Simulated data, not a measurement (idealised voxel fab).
This is a process module. Its name is voxel self aligned vias.
Each square cell in cross-section cut measures 5 nm, and the section as a whole is 295 nm wide.
Cross-section, as written here: a square-cell grid given band by band from the top down, where a band holds one or more rows of cells.
Quick guide to a band line: top height, bottom height (nm) up front; then every material left to right with its width in nm. Only one material and it's marked "everywhere"? Then it fills the band edge to edge. And "empty" just means empty space.
It should be noted that heights are counted from 0, beneath which the wafer as supplied is of one material throughout, and that the lowest band possesses no lower boundary but continues downward, as written in "from 0 down".
You'd read "30..40" like this: the band's top row of cells is as wide as the first number, its bottom row is as wide as the second, and going down, every row changes width by the same amount as the row before did.
Basically "identical to before" means that step didn't change any cell in the cross-section.
In the "Enclosed void inventory" entry, you get each enclosed empty space of 8 cells or more, one with no open way to the top, written width x height at distance, distance from the left edge, in nm.
It should be noted that, on the line of a given step, the content following the step's settings is a remark produced by the simulator itself with respect to that step.
overlay nm: for a step with a mask, the amount by which the mask lay right of where it was planned; a negative amount means left of it.
These are the steps we planned for the process
step 1: RECEIVE with material Si
step 2: CONFORMAL_DEP with material SiO2, thk nm 15
step 3: CONFORMAL_DEP with material SiCN, thk nm 5
step 4: DIRECTIONAL_DEP with material SiO2, thk nm 20
step 5: PATTERN with tone open, mask id LINES, material resist, width nm 20, pitch nm 60, thk nm 15, overlay nm 0
step 6: DIRECTIONAL_ETCH with etch materials SiO2, depth nm 20
step 7: STRIP with etch materials resist
step 8: CONFORMAL_DEP with material TiN, thk nm 5
step 9: FILL_DEP with material Ru, thk nm 5
step 10: CMP with height nm 40
step 11: SELECTIVE_ETCH with etch materials W Ru TiN, depth nm 5
step 12: FILL_DEP with material SiN, thk nm 5
step 13: CMP with height nm 40
step 14: DIRECTIONAL_DEP with material SiO2, thk nm 20
step 15: PATTERN with tone open, mask id VIAS, material resist, width nm 30, pitch nm 60, thk nm 20, overlay nm 0
step 16: DIRECTIONAL_ETCH with etch materials SiO2, depth nm 20
step 17: DIRECTIONAL_ETCH with etch materials SiN, depth nm 5
step 18: STRIP with etch materials resist
step 19: CONFORMAL_DEP with material TiN, thk nm 5
step 20: FILL_DEP with material Cu, thk nm 10
step 21: CMP with height nm 60
step 22: CONFORMAL_DEP with material SiN, thk nm 5
Step 1 complete: cross-section of the wafer as received
    from 0 down | Si everywhere
    Enclosed void inventory: none
First wafer of two, sectioned at end of module; run went per plan
    from 65 to 60 | SiN everywhere
    from 60 to 45 | SiO2 70, then TiN 5, then Cu 20, then TiN 5, then SiO2 30, then TiN 5, then Cu 20, then TiN 5, then SiO2 30, then TiN 5, then Cu 20, then TiN 5, then SiO2 75
    from 45 to 40 | SiO2 70, then TiN 10, then Cu 10, then TiN 10, then SiO2 30, then TiN 10, then Cu 10, then TiN 10, then SiO2 30, then TiN 10, then Cu 10, then TiN 10, then SiO2 75
    from 40 to 35 | SiO2 75, then TiN 20, then SiO2 40, then TiN 20, then SiO2 40, then TiN 20, then SiO2 80
    from 35 to 25 | SiO2 75, then TiN 5, then Ru 10, then TiN 5, then SiO2 40, then TiN 5, then Ru 10, then TiN 5, then SiO2 40, then TiN 5, then Ru 10, then TiN 5, then SiO2 80
    from 25 to 20 | SiO2 75, then TiN 20, then SiO2 40, then TiN 20, then SiO2 40, then TiN 20, then SiO2 80
    from 20 to 15 | SiCN everywhere
    from 15 to 0 | SiO2 everywhere
    from 0 down | Si everywhere
    Enclosed void inventory: none
End-of-module cross-section of the second wafer: identical starting point and process plan to the first, with one processing mistake
    from 65 to 60 | SiN everywhere
    from 60 to 40 | SiO2 70, then TiN 5, then Cu 20, then TiN 5, then SiO2 30, then TiN 5, then Cu 20, then TiN 5, then SiO2 30, then TiN 5, then Cu 20, then TiN 5, then SiO2 75
    from 40 to 35 | SiN 70, then TiN 30, then SiN 30, then TiN 30, then SiN 30, then TiN 30, then SiN 75
    from 35 to 30 | TiN 80, then Ru 10, then TiN 50, then Ru 10, then TiN 50, then Ru 10, then TiN 85
    from 30 to 15 | SiO2 75, then TiN 5, then Ru 10, then TiN 5, then SiO2 40, then TiN 5, then Ru 10, then TiN 5, then SiO2 40, then TiN 5, then Ru 10, then TiN 5, then SiO2 80
    from 15 to 10 | SiO2 75, then TiN 20, then SiO2 40, then TiN 20, then SiO2 40, then TiN 20, then SiO2 80
    from 10 to 5 | SiCN everywhere
    from 5 to 0 | SiO2 everywhere
    from 0 down | Si everywhere
    Enclosed void inventory: none
Deviation noted in wafer processing: step 2 was run on a setting that differed from the plan, and what really ran there is CONFORMAL_DEP with material SiO2, thk nm 5
Cell-count delta at end, second wafer over first, by material: Cu +6, Ru +12, SiN +41, SiO2 -118, TiN +59
